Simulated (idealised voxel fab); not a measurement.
Module name: voxel trench capacitor (process module)
Each square cell in cross-section cut measures 5 nm, and the section as a whole is 165 nm wide.
For the purposes of this document, a cross-section shall be understood as a grid of square cells, specified as bands listed in top-to-bottom order, each band consisting of one or more rows of cells. Read a band's entry like this: the first values are the height of its top and the height of its bottom in nm, and what follows is the sequence of materials from left to right, each with its width in nm. Note that "blank" is empty space, and that a single material marked "edge to edge" reaches across the band from edge to edge. A quick word on heights: they are counted from 0, and under that level the wafer as it came to us is one material throughout. The lowest band is different from the rest in having no bottom; it simply continues downward, written as in "top 0, no bottom". Top row gets the first number, bottom row gets the second, and each row in between changes by the same step: that is how a band width like "30->40" works. What does "no modification" mean for a step? It means no cell of the cross-section changed in that step. If an empty space has no open way to the top and is at least 8 cells in size, "Trapped void list" lists it, written width x height at distance, where distance is measured from the left edge and every value is in nm. Heads up: the bit after the settings on a step's line is the simulator's remark on that step. You can add "overlay nm" to a step's line. For a step with a mask, it describes how far the mask lay to the right of its planned position, and a negative number describes a lay to the left.
### The process steps that were planned are listed below
| 1 | RECEIVE, material Si |
| 2 | CONFORMAL_DEP, material SiN, thk nm 10 |
| 3 | DIRECTIONAL_DEP, material aC, thk nm 10 |
| 4 | PATTERN, tone open, mask id TRENCH, material resist, width nm 25, pitch nm 50, thk nm 30, overlay nm 0 |
| 5 | DIRECTIONAL_ETCH, etch materials aC, depth nm 10 |
| 6 | STRIP, etch materials resist |
| 7 | DIRECTIONAL_ETCH, etch materials SiN, depth nm 10 |
| 8 | DIRECTIONAL_ETCH, etch materials Si, depth nm 30 |
| 9 | STRIP, etch materials aC |
| 10 | CONFORMAL_DEP, material HfO2, thk nm 5 |
| 11 | CONFORMAL_DEP, material TiN, thk nm 5 |
| 12 | FILL_DEP, material W, thk nm 5 |
| 13 | CMP, height nm 10 |
### Delivered wafer in cross-section: state after step 1
top 0, no bottom = Si edge to edge
Trapped void list: none
### The cross-section shown corresponds to the wafer at the conclusion of the module. The initial structure and the process plan are those presented above; however, one mistake occurred in executing the plan
top 10, bottom 0 = SiN (45); TiN (5); W (15); TiN (5); SiN (25); TiN (5); W (15); TiN (5); SiN (45)
top 0, bottom -25 = Si (45); TiN (5); W (15); TiN (5); Si (25); TiN (5); W (15); TiN (5); Si (45)
top -25, bottom -30 = Si (45); TiN (25); Si (25); TiN (25); Si (45)
top -30, no bottom = Si edge to edge
Trapped void list: none
Deviation from plan: with respect to the plan, step 10 was omitted and not executed
